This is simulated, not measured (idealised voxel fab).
Process module heading - voxel trench capacitor
cross-section cut | 230 nm wide | cells 5 nm
Cross-section format: a grid of square cells, given as bands from top to bottom; each band is one or more rows of cells.
A band entry consists of two parts. The first gives the height of the band's top and the height of its bottom, in nm. The rest lists the band's materials from left to right, each with its width in nm. A single material labelled with the word "everywhere" fills the band from edge to edge, and the word "blank" marks empty space.
We count height from 0. Below that, the starting wafer is all one material. The lowest band never ends at the bottom but goes on down; see "0 -> down" for how that is written.
A width such as "30 to 40" changes by the same amount from each row of cells to the next, from the band's top row to its bottom row.
Where the words "nothing different" appear for a step, the cross-section shows no cell changed by that step; every cell remained as before.
"Completely enclosed voids": empty spaces of 8 cells or more with no open way to the top, each given as width x height at distance, distance from the left edge, all in nm.
On a step's line, text after the settings is the simulator commenting on that step.
The optional step-line setting "overlay nm" applies to steps with a mask and quantifies how far to the right of its planned location the mask lay, a negative value indicating leftward placement.

The process steps that were planned are listed below
1) RECEIVE [material Si]
2) CONFORMAL_DEP [material SiN] [thk nm 10]
3) PATTERN [tone open] [mask id TRENCH] [material resist] [width nm 25] [pitch nm 55] [thk nm 15] [overlay nm -15]
4) DIRECTIONAL_ETCH [etch materials SiN] [depth nm 10]
5) DIRECTIONAL_ETCH [etch materials Si] [depth nm 30]
6) STRIP [etch materials resist]
7) CONFORMAL_DEP [material Al2O3] [thk nm 5]
8) FILL_DEP [material polySi] [thk nm 10]
9) CMP [height nm 10]
Heads up: all these wafers start the same, and what changes between them is the overlay nm in step 3. The value you see in the plan is just what the first wafer got.

This is how the first of several wafers looked in cross-section when it arrived, which is after step 1
  0 -> down = Si everywhere
  Completely enclosed voids: none

Below: a row per wafer. Contents at end of module: for every material, cells gained since receipt (+) or lost since receipt (-); then closed voids
overlay nm -15, +57 Al2O3, -90 Si, +62 SiN, +63 polySi, Completely enclosed voids: none
overlay nm -10, +57 Al2O3, -90 Si, +62 SiN, +63 polySi, Completely enclosed voids: none
overlay nm -5, +57 Al2O3, -90 Si, +62 SiN, +63 polySi, Completely enclosed voids: none
overlay nm 0, +57 Al2O3, -90 Si, +62 SiN, +63 polySi, Completely enclosed voids: none
overlay nm 5, +57 Al2O3, -90 Si, +62 SiN, +63 polySi, Completely enclosed voids: none
overlay nm 10, +57 Al2O3, -90 Si, +62 SiN, +63 polySi, Completely enclosed voids: none
overlay nm 15, +57 Al2O3, -90 Si, +62 SiN, +63 polySi, Completely enclosed voids: none
